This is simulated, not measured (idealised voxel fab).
You're looking at the process module voxel transistor to metal.
Section cut is 200 nm wide and gridded with 5 nm square cells.
Cross-section = grid of square cells, listed top down in bands; band = one or more rows. Look at the band entry: it leads with the top's height and the bottom's height in nm. Then it lists the materials left to right, with a width in nm for each. The word "all across" on a single material says that material fills the band edge to edge. The word "air" is empty space. Basically, 0 is our baseline, since under it the wafer straight out of the box is all one material. The bottom band has no lower end and keeps on going down, so it looks like "0 nm and below". When a width is written as two numbers, as in "30..40", the first number is the width in the top row of cells of the band and the second is the width in its bottom row, and the width changes by the same amount from each row to the next. You'll sometimes find "left unchanged" written for a step, and that's the way of saying that nowhere in the cross-section did a cell change during that step. The label "Fully sealed cavities" introduces a list of the empty spaces, 8 cells or larger, that have no open way up to the top; each entry in it reads width x height at distance, where the distance is taken from the left edge and all three are stated in nm. after a step's settings: what the simulator itself notes on the step. overlay nm: how far to the right of its planned place the mask lay on this masked step (negative: to the left).
## The planned process steps are enumerated hereunder
1) RECEIVE: material Si
2) OXIDIZE: depth nm 5
3) CONFORMAL_DEP: material SiN, thk nm 15
4) MASKED_ETCH: tone cover, mask id ACTIVE, width nm 105, etch materials SiN, depth nm 15, overlay nm 0
5) MASKED_ETCH: tone cover, mask id ACTIVE, width nm 105, etch materials SiO2, depth nm 5, overlay nm 0
6) MASKED_ETCH: tone cover, mask id ACTIVE, width nm 105, etch materials Si, depth nm 25, overlay nm 0
7) FILL_DEP: material SiO2, thk nm 5
8) CMP: height nm 15
9) SELECTIVE_ETCH: etch materials SiO2, depth nm 15
10) STRIP: etch materials SiN
11) SELECTIVE_ETCH: etch materials SiO2, depth nm 5
12) OXIDIZE: depth nm 5
13) DIRECTIONAL_DEP: material polySi, thk nm 20
14) DIRECTIONAL_DEP: material SiCN, thk nm 15
15) PATTERN: tone cover, mask id GATE, material resist, width nm 25, thk nm 15, overlay nm 0
16) DIRECTIONAL_ETCH: etch materials SiCN, depth nm 25
17) DIRECTIONAL_ETCH: etch materials polySi, depth nm 30
18) STRIP: etch materials resist
19) CONFORMAL_DEP: material SiN, thk nm 10
20) DIRECTIONAL_ETCH: etch materials SiN, depth nm 10
21) DIRECTIONAL_ETCH: etch materials SiO2, depth nm 5
22) DIRECTIONAL_ETCH: etch materials Si, depth nm 5
23) EPI: material pSi, thk nm 5
24) FILL_DEP: material SiO2, thk nm 5
25) CMP: height nm 15
26) STRIP: etch materials polySi
27) SELECTIVE_ETCH: etch materials SiO2, depth nm 5
28) CONFORMAL_DEP: material HfO2, thk nm 5
29) CONFORMAL_DEP: material TiN, thk nm 5
30) FILL_DEP: material W, thk nm 10
31) CMP: height nm 10
32) DIRECTIONAL_DEP: material SiO2, thk nm 15
33) MASKED_ETCH: tone open, mask id CONTACT, width nm 15, pitch nm 80, etch materials SiO2, depth nm 35, overlay nm 0
34) CONFORMAL_DEP: material TiN, thk nm 5
35) FILL_DEP: material W, thk nm 10
36) CMP: height nm 25
37) CONFORMAL_DEP: material SiN, thk nm 5
38) DIRECTIONAL_DEP: material lowk, thk nm 25
39) DIRECTIONAL_DEP: material aC, thk nm 10
40) PATTERN: tone open, mask id METAL_1, material resist, width nm 15, pitch nm 80, thk nm 30, overlay nm 0
41) DIRECTIONAL_ETCH: etch materials aC, depth nm 10
42) STRIP: etch materials resist
43) DIRECTIONAL_ETCH: etch materials lowk, depth nm 25
44) DIRECTIONAL_ETCH: etch materials SiN, depth nm 5
45) STRIP: etch materials aC
46) CONFORMAL_DEP: material TiN, thk nm 5
47) FILL_DEP: material Ru, thk nm 5
48) CMP: height nm 55
49) CONFORMAL_DEP: material SiN, thk nm 5
Don't read the plan's width nm for step 33 as applying to every wafer: that's the first wafer's value, and the wafers differ in it, though they all start identical.
## Cross-section of the first incoming wafer of several, state after step 1
0 nm and below = Si all across
Fully sealed cavities: none
## The following table contains a row per wafer, in which are reported, at the conclusion of the module, the cells of each material gained (+) or lost (-) since the wafer's receipt, with its closed voids given thereafter
width nm 15; +13 HfO2; +10 Ru; -168 Si; +86 SiN; +278 SiO2; +63 TiN; +14 W; +170 lowk; +14 pSi; Fully sealed cavities: none
width nm 20; +13 HfO2; +10 Ru; -168 Si; +86 SiN; +264 SiO2; +65 TiN; +26 W; +170 lowk; +14 pSi; Fully sealed cavities: none
width nm 25; +13 HfO2; +10 Ru; -168 Si; +86 SiN; +250 SiO2; +67 TiN; +38 W; +170 lowk; +14 pSi; Fully sealed cavities: none
width nm 30; +13 HfO2; +10 Ru; -168 Si; +86 SiN; +237 SiO2; +69 TiN; +49 W; +170 lowk; +14 pSi; Fully sealed cavities: none
